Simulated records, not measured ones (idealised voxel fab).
Documented hereafter: the process module known as voxel ribs on slabs.
Section shown: cut. Width: 170 nm. Cell size: 5 nm, square.
Cross-section = grid of square cells, listed top down in bands; band = one or more rows.
Basically the band line says how high the top is and how high the bottom is, in nm, and then what's in it from left to right, every material with its width in nm. Empty space shows up as "empty", and if a single material carries "throughout" it runs the full band edge to edge.
Height 0 is the level under which the wafer as received is all one material. The lowest band goes on downwards, as in "top 0, no bottom".
The notation "30..40" denotes a width that varies across the rows of cells in the band, beginning at the first number in the top row, finishing at the second number in the bottom row, and changing by an identical amount from each row to the next.
Take "no modification" at face value: in the step it is given for, the cross-section changed in none of its cells.
"Catalogued sealed voids" - sealed voids, min. 8 cells, no opening to top; format: width x height at distance (distance from left edge; nm throughout).
Heads up: the bit after the settings on a step's line is the simulator's remark on that step.
"overlay nm" answers the question of how far to the right of plan the mask lay on a step that has a mask, and when it is negative the answer is to the left.
THE FOLLOWING LIST GIVES THE PLANNED PROCESS STEPS
1,op RECEIVE | material Si
2,op DIRECTIONAL_DEP | material SiO2 | thk nm 30
3,op DIRECTIONAL_DEP | material polySi | thk nm 25
4,op MASKED_ETCH | tone cover | mask id RIB | width nm 30 | etch materials polySi | depth nm 15 | overlay nm 0
5,op DIRECTIONAL_DEP | material aC | thk nm 10
6,op PATTERN | tone cover | mask id SLAB | material resist | width nm 80 | thk nm 25 | overlay nm 0
7,op DIRECTIONAL_ETCH | etch materials aC | depth nm 10
8,op STRIP | etch materials resist
9,op DIRECTIONAL_ETCH | etch materials polySi | depth nm 10
10,op STRIP | etch materials aC
11,op FILL_DEP | material SiO2 | thk nm 15
12,op CMP | height nm 65
13,op DIRECTIONAL_DEP | material TiN | thk nm 10
14,op PATTERN | tone cover | mask id HEATER | material resist | width nm 40 | thk nm 15 | overlay nm 0
15,op DIRECTIONAL_ETCH | etch materials TiN | depth nm 10
16,op STRIP | etch materials resist
17,op CONFORMAL_DEP | material SiO2 | thk nm 10
FIRST WAFER, TWO IN TOTAL, RUN AS PLANNED
WAFER AS RECEIVED: CROSS-SECTION FOLLOWING STEP 1
	top 0, no bottom | Si throughout
	Catalogued sealed voids: none
UPON COMPLETION OF STEP 2, THE WAFER APPEARS IN CROSS-SECTION AS SHOWN
	top 30, bottom 0 | SiO2 throughout
	Below 0, no change.
UPON COMPLETION OF STEP 3, THE WAFER APPEARS IN CROSS-SECTION AS SHOWN
	top 55, bottom 30 | polySi throughout
	Below 30, no change.
UPON COMPLETION OF STEP 4, THE WAFER APPEARS IN CROSS-SECTION AS SHOWN
	top 55, bottom 40 | empty (70)  polySi (30)  empty (70)
	Below 40, no change.
UPON COMPLETION OF STEP 5, THE WAFER APPEARS IN CROSS-SECTION AS SHOWN
	top 65, bottom 55 | empty (70)  aC (30)  empty (70)
	top 55, bottom 50 | empty (70)  polySi (30)  empty (70)
	top 50, bottom 40 | aC (70)  polySi (30)  aC (70)
	Below 40, no change.
UPON COMPLETION OF STEP 6, THE WAFER APPEARS IN CROSS-SECTION AS SHOWN
	top 90, bottom 65 | empty (45)  resist (80)  empty (45)
	top 65, bottom 55 | empty (45)  resist (25)  aC (30)  resist (25)  empty (45)
	top 55, bottom 50 | empty (45)  resist (25)  polySi (30)  resist (25)  empty (45)
	Below 50, no change.
UPON COMPLETION OF STEP 7, THE WAFER APPEARS IN CROSS-SECTION AS SHOWN
	top 80, bottom 65 | empty (45)  resist (80)  empty (45)
	top 65, bottom 55 | empty (45)  resist (25)  aC (30)  resist (25)  empty (45)
	top 55, bottom 50 | empty (45)  resist (25)  polySi (30)  resist (25)  empty (45)
	top 50, bottom 40 | empty (45)  aC (25)  polySi (30)  aC (25)  empty (45)
	Below 40, no change.
UPON COMPLETION OF STEP 8, THE WAFER APPEARS IN CROSS-SECTION AS SHOWN
	top 65, bottom 55 | empty (70)  aC (30)  empty (70)
	top 55, bottom 50 | empty (70)  polySi (30)  empty (70)
	Below 50, no change.
UPON COMPLETION OF STEP 9, THE WAFER APPEARS IN CROSS-SECTION AS SHOWN
	top 65, bottom 55 | empty (70)  aC (30)  empty (70)
	top 55, bottom 50 | empty (70)  polySi (30)  empty (70)
	top 50, bottom 40 | empty (45)  aC (25)  polySi (30)  aC (25)  empty (45)
	top 40, bottom 30 | empty (45)  polySi (80)  empty (45)
	Below 30, no change.
UPON COMPLETION OF STEP 10, THE WAFER APPEARS IN CROSS-SECTION AS SHOWN
	top 55, bottom 40 | empty (70)  polySi (30)  empty (70)
	Below 40, no change.
UPON COMPLETION OF STEP 11, THE WAFER APPEARS IN CROSS-SECTION AS SHOWN
	top 70, bottom 55 | SiO2 throughout
	top 55, bottom 40 | SiO2 (70)  polySi (30)  SiO2 (70)
	top 40, bottom 30 | SiO2 (45)  polySi (80)  SiO2 (45)
	Below 30, no change.
UPON COMPLETION OF STEP 12, THE WAFER APPEARS IN CROSS-SECTION AS SHOWN
	top 65, bottom 55 | SiO2 throughout
	Below 55, no change.
UPON COMPLETION OF STEP 13, THE WAFER APPEARS IN CROSS-SECTION AS SHOWN
	top 75, bottom 65 | TiN throughout
	Below 65, no change.
UPON COMPLETION OF STEP 14, THE WAFER APPEARS IN CROSS-SECTION AS SHOWN
	top 90, bottom 75 | empty (65)  resist (40)  empty (65)
	Below 75, no change.
UPON COMPLETION OF STEP 15, THE WAFER APPEARS IN CROSS-SECTION AS SHOWN
	top 90, bottom 75 | empty (65)  resist (40)  empty (65)
	top 75, bottom 65 | empty (65)  TiN (40)  empty (65)
	Below 65, no change.
UPON COMPLETION OF STEP 16, THE WAFER APPEARS IN CROSS-SECTION AS SHOWN
	top 75, bottom 65 | empty (65)  TiN (40)  empty (65)
	Below 65, no change.
UPON COMPLETION OF STEP 17, THE WAFER APPEARS IN CROSS-SECTION AS SHOWN
	top 85, bottom 75 | empty (55)  SiO2 (60)  empty (55)
	top 75, bottom 65 | SiO2 (65)  TiN (40)  SiO2 (65)
	Below 65, no change.
WAFER TWO OF THE PAIR: SAME ORIGIN, SAME PLAN, ONE ERROR DURING THE RUN; IDENTICAL TO WAFER ONE UP TO AND INCLUDING STEP 3
CROSS-SECTION: SECOND WAFER, TIME AT WHICH STEP 4 WAS SCHEDULED TO END
	top 55, bottom 40 | polySi (70)  empty (30)  polySi (70)
	Below 40, no change.
CROSS-SECTION: SECOND WAFER, TIME AT WHICH STEP 5 WAS SCHEDULED TO END
	top 65, bottom 55 | aC (70)  empty (30)  aC (70)
	top 55, bottom 50 | polySi (70)  empty (30)  polySi (70)
	top 50, bottom 40 | polySi (70)  aC (30)  polySi (70)
	Below 40, no change.
CROSS-SECTION: SECOND WAFER, TIME AT WHICH STEP 6 WAS SCHEDULED TO END
	top 90, bottom 65 | empty (45)  resist (80)  empty (45)
	top 65, bottom 55 | aC (70)  resist (30)  aC (70)
	top 55, bottom 50 | polySi (70)  resist (30)  polySi (70)
	Below 50, no change.
CROSS-SECTION: SECOND WAFER, TIME AT WHICH STEP 7 WAS SCHEDULED TO END
	top 80, bottom 65 | empty (45)  resist (80)  empty (45)
	top 65, bottom 55 | empty (45)  aC (25)  resist (30)  aC (25)  empty (45)
	Below 55, no change.
CROSS-SECTION: SECOND WAFER, TIME AT WHICH STEP 8 WAS SCHEDULED TO END
	top 65, bottom 55 | empty (45)  aC (25)  empty (30)  aC (25)  empty (45)
	top 55, bottom 50 | polySi (70)  empty (30)  polySi (70)
	Below 50, no change.
CROSS-SECTION: SECOND WAFER, TIME AT WHICH STEP 9 WAS SCHEDULED TO END
	top 65, bottom 55 | empty (45)  aC (25)  empty (30)  aC (25)  empty (45)
	top 55, bottom 50 | empty (45)  polySi (25)  empty (30)  polySi (25)  empty (45)
	top 50, bottom 45 | empty (45)  polySi (25)  aC (30)  polySi (25)  empty (45)
	Below 45, no change.
CROSS-SECTION: SECOND WAFER, TIME AT WHICH STEP 10 WAS SCHEDULED TO END
	top 55, bottom 45 | empty (45)  polySi (25)  empty (30)  polySi (25)  empty (45)
	top 45, bottom 40 | polySi (70)  empty (30)  polySi (70)
	Below 40, no change.
CROSS-SECTION: SECOND WAFER, TIME AT WHICH STEP 11 WAS SCHEDULED TO END
	top 70, bottom 55 | SiO2 throughout
	top 55, bottom 45 | SiO2 (45)  polySi (25)  SiO2 (30)  polySi (25)  SiO2 (45)
	top 45, bottom 40 | polySi (70)  SiO2 (30)  polySi (70)
	Below 40, no change.
CROSS-SECTION: SECOND WAFER, TIME AT WHICH STEP 12 WAS SCHEDULED TO END
	top 65, bottom 55 | SiO2 throughout
	Below 55, no change.
CROSS-SECTION: SECOND WAFER, TIME AT WHICH STEP 13 WAS SCHEDULED TO END
	top 75, bottom 65 | TiN throughout
	Below 65, no change.
CROSS-SECTION: SECOND WAFER, TIME AT WHICH STEP 14 WAS SCHEDULED TO END
	top 90, bottom 75 | empty (65)  resist (40)  empty (65)
	Below 75, no change.
CROSS-SECTION: SECOND WAFER, TIME AT WHICH STEP 15 WAS SCHEDULED TO END
	top 90, bottom 75 | empty (65)  resist (40)  empty (65)
	top 75, bottom 65 | empty (65)  TiN (40)  empty (65)
	Below 65, no change.
CROSS-SECTION: SECOND WAFER, TIME AT WHICH STEP 16 WAS SCHEDULED TO END
	top 75, bottom 65 | empty (65)  TiN (40)  empty (65)
	Below 65, no change.
CROSS-SECTION: SECOND WAFER, TIME AT WHICH STEP 17 WAS SCHEDULED TO END
	top 85, bottom 75 | empty (55)  SiO2 (60)  empty (55)
	top 75, bottom 65 | SiO2 (65)  TiN (40)  SiO2 (65)
	Below 65, no change.
In executing the process, a mistake was made relative to the plan: step 4 went in with a setting other than planned; the actual run was op MASKED_ETCH | tone open | mask id RIB | width nm 30 | etch materials polySi | depth nm 15 | overlay nm 0
at the end the second wafer has, in cells: -66 SiO2 | +66 polySi
